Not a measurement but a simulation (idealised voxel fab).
Presented below is a process module, voxel wiring stack.
The cross-section on display is named cut; it measures 230 nm wide, and its cells are 5 nm squares.
When this document writes out a cross-section, it uses a grid of square cells and lists it as bands, beginning at the top and moving down, with a band standing for one or more rows of cells. Per band: top height and bottom height in nm, followed by the left-to-right materials and their widths in nm; "edge to edge" marks a single material spanning edge to edge, "air" marks empty space. Heights are measured from 0, the level below which the as-received wafer is all one material; the lowest band has no bottom and continues downward, written as in "0 -> down". Top row gets the first number, bottom row gets the second, and each row in between changes by the same step: that is how a band width like "30 to 40" works. "nothing changed", as given for a step, is the statement that not any cell of the cross-section underwent a change during that step. Empty spaces counting at least 8 cells and having no open way to the top are listed in "Completely enclosed voids". The notation width x height at distance is used for each, the distance being from the left edge and all three values in nm. Note: text after step settings on the step line = simulator remark on that step. overlay nm, on a step with a mask: how far to the right of its planned place the mask lay; to the left if negative.
Set out below are the planned steps of the process
- 1: RECEIVE,material Si
- 2: CONFORMAL_DEP,material SiO2,thk nm 15
- 3: CONFORMAL_DEP,material SiCN,thk nm 5
- 4: DIRECTIONAL_DEP,material SiO2,thk nm 25
- 5: DIRECTIONAL_DEP,material aC,thk nm 10
- 6: PATTERN,tone open,mask id METAL_1,material resist,width nm 25,pitch nm 50,thk nm 25,overlay nm 0
- 7: DIRECTIONAL_ETCH,etch materials aC,depth nm 10
- 8: STRIP,etch materials resist
- 9: DIRECTIONAL_ETCH,etch materials SiO2,depth nm 25
- 10: DIRECTIONAL_ETCH,etch materials SiCN,depth nm 5
- 11: STRIP,etch materials aC
- 12: CONFORMAL_DEP,material TiN,thk nm 5
- 13: FILL_DEP,material W,thk nm 5
- 14: CMP,height nm 45
- 15: CONFORMAL_DEP,material SiCN,thk nm 5
- 16: DIRECTIONAL_DEP,material lowk,thk nm 15
- 17: DIRECTIONAL_DEP,material aC,thk nm 15
- 18: PATTERN,tone open,mask id PLUG_1,material resist,width nm 15,pitch nm 100,thk nm 35,overlay nm 0
- 19: DIRECTIONAL_ETCH,etch materials aC,depth nm 15
- 20: STRIP,etch materials resist
- 21: DIRECTIONAL_ETCH,etch materials lowk,depth nm 15
- 22: DIRECTIONAL_ETCH,etch materials SiCN,depth nm 5
- 23: STRIP,etch materials aC
- 24: EPI,material Ru,thk nm 10
- 25: EPI,material Ru,thk nm 10
- 26: CONFORMAL_DEP,material SiN,thk nm 5
- 27: DIRECTIONAL_DEP,material SiO2,thk nm 20
- 28: MASKED_ETCH,tone open,mask id METAL_2,width nm 25,pitch nm 50,etch materials SiO2,depth nm 20,overlay nm 0
- 29: MASKED_ETCH,tone open,mask id METAL_2,width nm 25,pitch nm 50,etch materials SiN,depth nm 5,overlay nm 0
- 30: CONFORMAL_DEP,material TiN,thk nm 5
- 31: FILL_DEP,material Cu,thk nm 10
- 32: CMP,height nm 90
- 33: CONFORMAL_DEP,material SiCN,thk nm 5
- 34: DIRECTIONAL_DEP,material SiO2,thk nm 10
- 35: DIRECTIONAL_DEP,material aC,thk nm 15
- 36: PATTERN,tone open,mask id PLUG_2,material resist,width nm 15,pitch nm 100,thk nm 30,overlay nm 0
- 37: DIRECTIONAL_ETCH,etch materials aC,depth nm 15
- 38: STRIP,etch materials resist
- 39: DIRECTIONAL_ETCH,etch materials SiO2,depth nm 10
- 40: DIRECTIONAL_ETCH,etch materials SiCN,depth nm 5
- 41: STRIP,etch materials aC
- 42: CONFORMAL_DEP,material TiN,thk nm 5
- 43: FILL_DEP,material Ru,thk nm 5
- 44: CMP,height nm 105
- 45: DIRECTIONAL_DEP,material TiN,thk nm 5
- 46: DIRECTIONAL_DEP,material Ru,thk nm 25
- 47: DIRECTIONAL_DEP,material aC,thk nm 10
- 48: PATTERN,tone cover,mask id METAL_3,material resist,width nm 25,pitch nm 50,thk nm 30,overlay nm 0
- 49: DIRECTIONAL_ETCH,etch materials aC,depth nm 10
- 50: STRIP,etch materials resist
- 51: DIRECTIONAL_ETCH,etch materials Ru,depth nm 25
- 52: DIRECTIONAL_ETCH,etch materials TiN,depth nm 5
- 53: STRIP,etch materials aC
- 54: CONFORMAL_DEP,material SiCN,thk nm 5
- 55: FILL_DEP,material SiO2,thk nm 10
- 56: CMP,height nm 135
- 57: CONFORMAL_DEP,material SiCN,thk nm 5
- 58: DIRECTIONAL_DEP,material lowk,thk nm 10
- 59: PATTERN,tone open,mask id PLUG_3,material resist,width nm 15,pitch nm 100,thk nm 20,overlay nm 0
- 60: DIRECTIONAL_ETCH,etch materials lowk,depth nm 10
- 61: DIRECTIONAL_ETCH,etch materials SiCN,depth nm 5
- 62: STRIP,etch materials resist
- 63: CONFORMAL_DEP,material TiN,thk nm 5
- 64: FILL_DEP,material Ru,thk nm 5
- 65: CMP,height nm 150
- 66: DIRECTIONAL_DEP,material TiN,thk nm 5
- 67: DIRECTIONAL_DEP,material W,thk nm 20
- 68: PATTERN,tone cover,mask id METAL_4,material resist,width nm 25,pitch nm 50,thk nm 20,overlay nm 0
- 69: DIRECTIONAL_ETCH,etch materials W,depth nm 20
- 70: DIRECTIONAL_ETCH,etch materials TiN,depth nm 5
- 71: STRIP,etch materials resist
- 72: FILL_DEP,material SiO2,thk nm 5
- 73: CMP,height nm 175
- 74: CONFORMAL_DEP,material SiN,thk nm 5
Wafer cross-section on receipt, i.e. after step 1
0 -> down: Si edge to edge
Completely enclosed voids: none
A wafer at the end: this start, this plan, one mistake
180 -> 175: SiN edge to edge
175 -> 155: 25 of SiO2  25 of W  25 of SiO2  25 of W  25 of SiO2  25 of W  25 of SiO2  25 of W  30 of SiO2
155 -> 150: 25 of SiO2  25 of TiN  25 of SiO2  25 of TiN  25 of SiO2  25 of TiN  25 of SiO2  25 of TiN  30 of SiO2
150 -> 140: 25 of lowk  5 of TiN  5 of Ru  5 of TiN  85 of lowk  5 of TiN  5 of Ru  5 of TiN  90 of lowk
140 -> 135: 25 of SiCN  15 of TiN  85 of SiCN  15 of TiN  90 of SiCN
135 -> 110: 20 of SiO2  5 of SiCN  25 of Ru  5 of SiCN  15 of SiO2  5 of SiCN  25 of Ru  5 of SiCN  15 of SiO2  5 of SiCN  25 of Ru  5 of SiCN  15 of SiO2  5 of SiCN  25 of Ru  5 of SiCN  25 of SiO2
110 -> 105: 25 of SiCN  25 of TiN  25 of SiCN  25 of TiN  25 of SiCN  25 of TiN  25 of SiCN  25 of TiN  30 of SiCN
105 -> 95: 25 of SiO2  5 of TiN  5 of Ru  5 of TiN  85 of SiO2  5 of TiN  5 of Ru  5 of TiN  90 of SiO2
95 -> 90: 25 of SiCN  15 of TiN  85 of SiCN  15 of TiN  90 of SiCN
90 -> 70: 30 of SiO2  5 of TiN  10 of Cu  5 of TiN  30 of SiO2  5 of TiN  10 of Cu  5 of TiN  30 of SiO2  5 of TiN  10 of Cu  5 of TiN  30 of SiO2  5 of TiN  10 of Cu  5 of TiN  30 of SiO2
70 -> 65: 30 of SiN  20 of TiN  30 of SiN  20 of TiN  30 of SiN  20 of TiN  30 of SiN  20 of TiN  30 of SiN
65 -> 50: 25 of lowk  15 of Ru  85 of lowk  15 of Ru  90 of lowk
50 -> 45: 25 of SiCN  15 of Ru  85 of SiCN  15 of Ru  90 of SiCN
45 -> 20: 25 of SiO2  5 of TiN  15 of W  5 of TiN  25 of SiO2  5 of TiN  15 of W  5 of TiN  25 of SiO2  5 of TiN  15 of W  5 of TiN  25 of SiO2  5 of TiN  15 of W  5 of TiN  30 of SiO2
20 -> 15: 25 of SiCN  25 of TiN  25 of SiCN  25 of TiN  25 of SiCN  25 of TiN  25 of SiCN  25 of TiN  30 of SiCN
15 -> 0: SiO2 edge to edge
0 -> down: Si edge to edge
Completely enclosed voids: none
Plan not followed: so step 28 ended up running with a different setting than we planned, it ran as MASKED_ETCH,tone open,mask id METAL_2,width nm 20,pitch nm 50,etch materials SiO2,depth nm 20,overlay nm 0
